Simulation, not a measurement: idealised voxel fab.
A process module follows: voxel spacer lines.
It is cross-section cut that appears here, measuring 270 nm in width, its square cells being 5 nm in size.
Heads up, the way a cross-section reads in here is a grid of square cells, handed over as bands from the top down, with every band being one or more rows of cells.
Look at the band entry: it leads with the top's height and the bottom's height in nm. Then it lists the materials left to right, with a width in nm for each. The word "full width" on a single material says that material fills the band edge to edge. The word "blank" is empty space.
Where do heights start? At 0: under that level the wafer as delivered is made of one material only. And the lowest band has no floor; it just carries on downward, as in "top 0, no bottom".
Width spec "30->40" -> top row of cells at first value, bottom row at second value, equal per-row change in between.
"everything unchanged" for a step: no cell of the cross-section changed in that step.
The entry titled "Sealed void list" provides the empty spaces that have no open way to the top, restricted to those of 8 cells or more. Each is presented as width x height at distance, the distance being measured from the left edge, with all three in nm.
The remark found on a step's line after its settings is issued by the simulator itself and pertains to that step.
"overlay nm", when on a step's line for a step with a mask, measures how far to the right of its planned place the mask lay; a negative measure means to the left.
-- Intended process steps
- 1: RECEIVE with material Si
- 2: CONFORMAL_DEP with material Al2O3, thk nm 5
- 3: DIRECTIONAL_DEP with material SiN, thk nm 15
- 4: DIRECTIONAL_DEP with material aC, thk nm 20
- 5: PATTERN with tone cover, mask id MANDREL, material resist, width nm 25, pitch nm 70, thk nm 25, overlay nm 0
- 6: DIRECTIONAL_ETCH with etch materials aC, depth nm 20
- 7: STRIP with etch materials resist
- 8: CONFORMAL_DEP with material SiO2, thk nm 10
- 9: DIRECTIONAL_ETCH with etch materials SiO2, depth nm 10
- 10: STRIP with etch materials aC
- 11: DIRECTIONAL_ETCH with etch materials SiN, depth nm 15
- 12: STRIP with etch materials SiO2
- 13: FILL_DEP with material SiO2, thk nm 10
- 14: CMP with height nm 20
-- First wafer, two in total, run as planned
-- Wafer as received: cross-section following step 1
- top 0, no bottom | Si full width
- Sealed void list: none
-- Cross-section of the wafer subsequent to step 2
- top 5, bottom 0 | Al2O3 full width
- Rest of section, below 0: as before.
-- Cross-section of the wafer subsequent to step 3
- top 20, bottom 5 | SiN full width
- Rest of section, below 5: as before.
-- Cross-section of the wafer subsequent to step 4
- top 40, bottom 20 | aC full width
- Rest of section, below 20: as before.
-- Cross-section of the wafer subsequent to step 5
- top 65, bottom 40 | blank (50), then resist (25), then blank (45), then resist (25), then blank (45), then resist (25), then blank (55)
- Rest of section, below 40: as before.
-- Cross-section of the wafer subsequent to step 6
- top 45, bottom 40 | blank (50), then resist (25), then blank (45), then resist (25), then blank (45), then resist (25), then blank (55)
- top 40, bottom 20 | blank (50), then aC (25), then blank (45), then aC (25), then blank (45), then aC (25), then blank (55)
- Rest of section, below 20: as before.
-- Cross-section of the wafer subsequent to step 7
- top 40, bottom 20 | blank (50), then aC (25), then blank (45), then aC (25), then blank (45), then aC (25), then blank (55)
- Rest of section, below 20: as before.
-- Cross-section of the wafer subsequent to step 8
- top 50, bottom 40 | blank (40), then SiO2 (45), then blank (25), then SiO2 (45), then blank (25), then SiO2 (45), then blank (45)
- top 40, bottom 30 | blank (40), then SiO2 (10), then aC (25), then SiO2 (10), then blank (25), then SiO2 (10), then aC (25), then SiO2 (10), then blank (25), then SiO2 (10), then aC (25), then SiO2 (10), then blank (45)
- top 30, bottom 20 | SiO2 (50), then aC (25), then SiO2 (45), then aC (25), then SiO2 (45), then aC (25), then SiO2 (55)
- Rest of section, below 20: as before.
-- Cross-section of the wafer subsequent to step 9
- top 40, bottom 20 | blank (40), then SiO2 (10), then aC (25), then SiO2 (10), then blank (25), then SiO2 (10), then aC (25), then SiO2 (10), then blank (25), then SiO2 (10), then aC (25), then SiO2 (10), then blank (45)
- Rest of section, below 20: as before.
-- Cross-section of the wafer subsequent to step 10
- top 40, bottom 20 | blank (40), then SiO2 (10), then blank (25), then SiO2 (10), then blank (25), then SiO2 (10), then blank (25), then SiO2 (10), then blank (25), then SiO2 (10), then blank (25), then SiO2 (10), then blank (45)
- Rest of section, below 20: as before.
-- Cross-section of the wafer subsequent to step 11
- top 40, bottom 20 | blank (40), then SiO2 (10), then blank (25), then SiO2 (10), then blank (25), then SiO2 (10), then blank (25), then SiO2 (10), then blank (25), then SiO2 (10), then blank (25), then SiO2 (10), then blank (45)
- top 20, bottom 5 | blank (40), then SiN (10), then blank (25), then SiN (10), then blank (25), then SiN (10), then blank (25), then SiN (10), then blank (25), then SiN (10), then blank (25), then SiN (10), then blank (45)
- Rest of section, below 5: as before.
-- Cross-section of the wafer subsequent to step 12
- top 20, bottom 5 | blank (40), then SiN (10), then blank (25), then SiN (10), then blank (25), then SiN (10), then blank (25), then SiN (10), then blank (25), then SiN (10), then blank (25), then SiN (10), then blank (45)
- Rest of section, below 5: as before.
-- Cross-section of the wafer subsequent to step 13
- top 30, bottom 20 | SiO2 full width
- top 20, bottom 5 | SiO2 (40), then SiN (10), then SiO2 (25), then SiN (10), then SiO2 (25), then SiN (10), then SiO2 (25), then SiN (10), then SiO2 (25), then SiN (10), then SiO2 (25), then SiN (10), then SiO2 (45)
- Rest of section, below 5: as before.
-- Cross-section of the wafer subsequent to step 14
- top 20, bottom 5 | SiO2 (40), then SiN (10), then SiO2 (25), then SiN (10), then SiO2 (25), then SiN (10), then SiO2 (25), then SiN (10), then SiO2 (25), then SiN (10), then SiO2 (25), then SiN (10), then SiO2 (45)
- Rest of section, below 5: as before.
-- Wafer two. Same start, same plan, one slip in execution. Same as wafer one through step 2, inclusive
-- The second wafer in cross-section, at the planned close of step 3
- top 25, bottom 5 | aC full width
- Rest of section, below 5: as before.
-- The second wafer in cross-section, at the planned close of step 4
- top 40, bottom 25 | SiN full width
- Rest of section, below 25: as before.
-- The second wafer in cross-section, at the planned close of step 5
- top 65, bottom 40 | blank (50), then resist (25), then blank (45), then resist (25), then blank (45), then resist (25), then blank (55)
- Rest of section, below 40: as before.
-- The second wafer in cross-section, at the planned close of step 6
- top 45, bottom 40 | blank (50), then resist (25), then blank (45), then resist (25), then blank (45), then resist (25), then blank (55)
- Rest of section, below 40: as before.
-- The second wafer in cross-section, at the planned close of step 7
- top 40, bottom 25 | SiN full width
- Rest of section, below 25: as before.
-- The second wafer in cross-section, at the planned close of step 8
- top 50, bottom 40 | SiO2 full width
- Rest of section, below 40: as before.
-- The second wafer in cross-section, at the planned close of step 9
- top 40, bottom 25 | SiN full width
- Rest of section, below 25: as before.
The second wafer in cross-section, at the planned close of step 10: everything unchanged
-- The second wafer in cross-section, at the planned close of step 11
- top 25, bottom 5 | aC full width
- Rest of section, below 5: as before.
The second wafer in cross-section, at the planned close of step 12: everything unchanged
-- The second wafer in cross-section, at the planned close of step 13
- top 35, bottom 25 | SiO2 full width
- Rest of section, below 25: as before.
-- The second wafer in cross-section, at the planned close of step 14
- top 20, bottom 5 | aC full width
- Rest of section, below 5: as before.
Want to know what went wrong? steps 3 and 4 of the plan were run in the wrong order, each in the other's place
The closing comparison, in cells, has the second wafer with more or fewer of some materials than the first: 36 fewer of SiN, 126 fewer of SiO2, 162 more of aC
